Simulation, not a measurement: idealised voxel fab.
This is a process module. Its name is voxel transistor to metal.
This is section cut - it's 180 nm across, gridded in 5 nm square cells.
We lay out every cross-section as a grid of square cells and spell it out in bands from the top down, where one band means one or more rows of cells. The band entry comprises the height of the band's top followed by the height of its bottom, expressed in nm, and subsequently the band's materials from left to right, each stated together with its width in nm. Where a single material is marked with the word "throughout", that material fills the band from edge to edge. The word "blank" represents empty space. Where do heights start? At 0: under that level the wafer as delivered is made of one material only. And the lowest band has no floor; it just carries on downward, as in "0 -> down". It should be noted that a width expressed as "30..40" varies in equal increments from row to row of cells within the band, taking the value of the first number at the top row and that of the second number at the bottom row. Step marked "no alterations made"? Then no cell in the cross-section changed in it. Cavities, closed: empty space of 8 cells or more with no open way to the top, each as width x height at its distance from the left edge, in nm. Heads up: the bit after the settings on a step's line is the simulator's remark on that step. overlay nm: for a step with a mask, the amount by which the mask lay right of where it was planned; a negative amount means left of it.
[List of planned process steps]
1 op RECEIVE | material Si
2 op OXIDIZE | depth nm 5
3 op CONFORMAL_DEP | material SiN | thk nm 15
4 op DIRECTIONAL_DEP | material aC | thk nm 15
5 op PATTERN | tone cover | mask id ACTIVE | material resist | width nm 95 | thk nm 35 | overlay nm 0
6 op DIRECTIONAL_ETCH | etch materials aC | depth nm 15
7 op STRIP | etch materials resist
8 op DIRECTIONAL_ETCH | etch materials SiN | depth nm 15
9 op DIRECTIONAL_ETCH | etch materials SiO2 | depth nm 5
10 op DIRECTIONAL_ETCH | etch materials Si | depth nm 20
11 op STRIP | etch materials aC
12 op OXIDIZE | depth nm 5
13 op FILL_DEP | material SiO2 | thk nm 15
14 op CMP | height nm 15
15 op SELECTIVE_ETCH | etch materials SiO2 | depth nm 5
16 op STRIP | etch materials SiN
17 op SELECTIVE_ETCH | etch materials SiO2 | depth nm 5
18 op OXIDIZE | depth nm 5
19 op DIRECTIONAL_DEP | material polySi | thk nm 20
20 op DIRECTIONAL_DEP | material SiCN | thk nm 15
21 op DIRECTIONAL_DEP | material aC | thk nm 10
22 op PATTERN | tone cover | mask id GATE | material resist | width nm 15 | thk nm 30 | overlay nm 0
23 op DIRECTIONAL_ETCH | etch materials aC | depth nm 10
24 op STRIP | etch materials resist
25 op DIRECTIONAL_ETCH | etch materials SiCN | depth nm 25
26 op DIRECTIONAL_ETCH | etch materials polySi | depth nm 30
27 op STRIP | etch materials aC
28 op CONFORMAL_DEP | material SiO2 | thk nm 5
29 op DIRECTIONAL_ETCH | etch materials SiO2 | depth nm 5
30 op CONFORMAL_DEP | material SiN | thk nm 5
31 op DIRECTIONAL_ETCH | etch materials SiN | depth nm 5
32 op DIRECTIONAL_ETCH | etch materials SiO2 | depth nm 5
33 op DIRECTIONAL_ETCH | etch materials Si | depth nm 10
34 op EPI | material SiGe | thk nm 10
35 op FILL_DEP | material SiO2 | thk nm 10
36 op CMP | height nm 30
37 op DIRECTIONAL_DEP | material SiO2 | thk nm 10
38 op DIRECTIONAL_DEP | material aC | thk nm 10
39 op PATTERN | tone open | mask id CONTACT | material resist | width nm 30 | pitch nm 55 | thk nm 25 | overlay nm 0
40 op DIRECTIONAL_ETCH | etch materials aC | depth nm 10
41 op STRIP | etch materials resist
42 op DIRECTIONAL_ETCH | etch materials SiO2 | depth nm 50
43 op STRIP | etch materials aC
44 op CONFORMAL_DEP | material TiN | thk nm 5
45 op FILL_DEP | material Ru | thk nm 10
46 op CMP | height nm 40
47 op CONFORMAL_DEP | material SiN | thk nm 5
48 op DIRECTIONAL_DEP | material lowk | thk nm 20
49 op PATTERN | tone open | mask id METAL_1 | material resist | width nm 15 | pitch nm 70 | thk nm 20 | overlay nm 0
50 op DIRECTIONAL_ETCH | etch materials lowk | depth nm 20
51 op DIRECTIONAL_ETCH | etch materials SiN | depth nm 5
52 op STRIP | etch materials resist
53 op CONFORMAL_DEP | material TiN | thk nm 5
54 op FILL_DEP | material Ru | thk nm 5
55 op CMP | height nm 65
56 op EPI | material Ru | thk nm 5
57 op FILL_DEP | material SiCN | thk nm 5
58 op DIRECTIONAL_DEP | material lowk | thk nm 30
59 op DIRECTIONAL_DEP | material aC | thk nm 15
60 op PATTERN | tone open | mask id METAL_2 | material resist | width nm 15 | pitch nm 70 | thk nm 35 | overlay nm 0
61 op DIRECTIONAL_ETCH | etch materials aC | depth nm 15
62 op STRIP | etch materials resist
63 op DIRECTIONAL_ETCH | etch materials lowk | depth nm 15
64 op STRIP | etch materials aC
65 op DIRECTIONAL_DEP | material aC | thk nm 10
66 op PATTERN | tone open | mask id METAL_2_HOLES | material resist | width nm 15 | pitch nm 70 | thk nm 30 | overlay nm -15
67 op DIRECTIONAL_ETCH | etch materials aC | depth nm 10
68 op STRIP | etch materials resist
69 op DIRECTIONAL_ETCH | etch materials lowk | depth nm 15
70 op DIRECTIONAL_ETCH | etch materials SiCN | depth nm 5
71 op STRIP | etch materials aC
72 op CONFORMAL_DEP | material TiN | thk nm 5
73 op FILL_DEP | material Cu | thk nm 5
74 op CMP | height nm 105
75 op CONFORMAL_DEP | material SiCN | thk nm 5
Same starting wafers, different overlay nm at step 66. Plan value belongs to the first wafer.
[Received wafers, first of several: cross-section after step 1]
> 0 -> down  Si throughout
> Cavities, closed: none
[Quick look at the cross-section of the first of several wafers after step 75, which wraps up the module]
> 110 -> 105  SiCN throughout
> 105 -> 95  30 of lowk  5 of TiN  20 of Cu  5 of TiN  40 of lowk  5 of TiN  20 of Cu  5 of TiN  50 of lowk
> 95 -> 90  30 of lowk  30 of TiN  40 of lowk  30 of TiN  50 of lowk
> 90 -> 75  lowk throughout
> 75 -> 70  SiCN throughout
> 70 -> 65  40 of SiCN  25 of Ru  45 of SiCN  25 of Ru  45 of SiCN
> 65 -> 45  45 of lowk  5 of TiN  5 of Ru  5 of TiN  55 of lowk  5 of TiN  5 of Ru  5 of TiN  50 of lowk
> 45 -> 40  45 of SiN  15 of TiN  55 of SiN  15 of TiN  50 of SiN
> 40 -> 30  45 of SiO2  5 of TiN  20..15 of Ru  5..10 of TiN  25 of SiO2  5..10 of TiN  20..15 of Ru  5 of TiN  50 of SiO2
> 30 -> 15  45 of SiO2  5 of TiN  15 of Ru  5 of TiN  5 of SiN  5 of SiO2  15 of SiCN  5 of SiO2  5 of SiN  5 of TiN  15 of Ru  5 of TiN  50 of SiO2
> 15 -> 5  45 of SiO2  5 of TiN  15 of Ru  5 of TiN  5 of SiN  5 of SiO2  15 of polySi  5 of SiO2  5 of SiN  5 of TiN  15 of Ru  5 of TiN  50 of SiO2
> 5 -> 0  40 of SiO2  5 of SiN  5 of TiN  5 of Ru  15 of TiN  5 of SiN  5 of SiO2  15 of polySi  5 of SiO2  5 of SiN  15 of TiN  5 of Ru  5 of TiN  5 of SiN  45 of SiO2
> 0 -> -5  40 of SiO2  5 of SiN  5 of TiN  5 of Ru  5 of TiN  10 of SiGe  5 of SiN  5 of SiO2  15 of polySi  5 of SiO2  5 of SiN  10 of SiGe  5 of TiN  5 of Ru  5 of TiN  5 of SiN  45 of SiO2
> -5 -> -10  45 of SiO2  15 of TiN  10 of SiGe  35 of SiO2  10 of SiGe  15 of TiN  50 of SiO2
> -10 -> -20  45 of SiO2  25 of SiGe  35 of Si  25 of SiGe  50 of SiO2
> -20 -> -30  45 of SiO2  85 of Si  50 of SiO2
> -30 -> down  Si throughout
> Cavities, closed: none
[last wafer at the end]
> 110 -> 105  SiCN throughout
> 105 -> 95  45 of lowk  5 of TiN  20 of Cu  5 of TiN  40 of lowk  5 of TiN  20 of Cu  5 of TiN  35 of lowk
> 95 -> 90  45 of lowk  30 of TiN  40 of lowk  30 of TiN  35 of lowk
> 90 -> 75  lowk throughout
> 75 -> 70  SiCN throughout
> 70 -> 65  40 of SiCN  25 of Ru  45 of SiCN  25 of Ru  45 of SiCN
> 65 -> 45  45 of lowk  5 of TiN  5 of Ru  5 of TiN  55 of lowk  5 of TiN  5 of Ru  5 of TiN  50 of lowk
> 45 -> 40  45 of SiN  15 of TiN  55 of SiN  15 of TiN  50 of SiN
> 40 -> 30  45 of SiO2  5 of TiN  20..15 of Ru  5..10 of TiN  25 of SiO2  5..10 of TiN  20..15 of Ru  5 of TiN  50 of SiO2
> 30 -> 15  45 of SiO2  5 of TiN  15 of Ru  5 of TiN  5 of SiN  5 of SiO2  15 of SiCN  5 of SiO2  5 of SiN  5 of TiN  15 of Ru  5 of TiN  50 of SiO2
> 15 -> 5  45 of SiO2  5 of TiN  15 of Ru  5 of TiN  5 of SiN  5 of SiO2  15 of polySi  5 of SiO2  5 of SiN  5 of TiN  15 of Ru  5 of TiN  50 of SiO2
> 5 -> 0  40 of SiO2  5 of SiN  5 of TiN  5 of Ru  15 of TiN  5 of SiN  5 of SiO2  15 of polySi  5 of SiO2  5 of SiN  15 of TiN  5 of Ru  5 of TiN  5 of SiN  45 of SiO2
> 0 -> -5  40 of SiO2  5 of SiN  5 of TiN  5 of Ru  5 of TiN  10 of SiGe  5 of SiN  5 of SiO2  15 of polySi  5 of SiO2  5 of SiN  10 of SiGe  5 of TiN  5 of Ru  5 of TiN  5 of SiN  45 of SiO2
> -5 -> -10  45 of SiO2  15 of TiN  10 of SiGe  35 of SiO2  10 of SiGe  15 of TiN  50 of SiO2
> -10 -> -20  45 of SiO2  25 of SiGe  35 of Si  25 of SiGe  50 of SiO2
> -20 -> -30  45 of SiO2  85 of Si  50 of SiO2
> -30 -> down  Si throughout
> Cavities, closed: none
[wafer rows; end of module; cells per material since receipt: (+) gained, (-) lost; then closed voids]
overlay nm -15, +16 Cu, +66 Ru, -168 Si, +107 SiCN, +28 SiGe, +48 SiN, +293 SiO2, +90 TiN, +300 lowk, +12 polySi, Cavities, closed: none
overlay nm -10, +12 Cu, +66 Ru, -168 Si, +105 SiCN, +28 SiGe, +48 SiN, +293 SiO2, +96 TiN, +300 lowk, +12 polySi, Cavities, closed: none
overlay nm -5, +8 Cu, +66 Ru, -168 Si, +103 SiCN, +28 SiGe, +48 SiN, +293 SiO2, +102 TiN, +300 lowk, +12 polySi, Cavities, closed: none
overlay nm 0, +12 Cu, +66 Ru, -168 Si, +101 SiCN, +28 SiGe, +48 SiN, +293 SiO2, +100 TiN, +300 lowk, +12 polySi, Cavities, closed: none
overlay nm 5, +8 Cu, +66 Ru, -168 Si, +103 SiCN, +28 SiGe, +48 SiN, +293 SiO2, +102 TiN, +300 lowk, +12 polySi, Cavities, closed: none
overlay nm 10, +12 Cu, +66 Ru, -168 Si, +105 SiCN, +28 SiGe, +48 SiN, +293 SiO2, +96 TiN, +300 lowk, +12 polySi, Cavities, closed: none
overlay nm 15, +16 Cu, +66 Ru, -168 Si, +107 SiCN, +28 SiGe, +48 SiN, +293 SiO2, +90 TiN, +300 lowk, +12 polySi, Cavities, closed: none
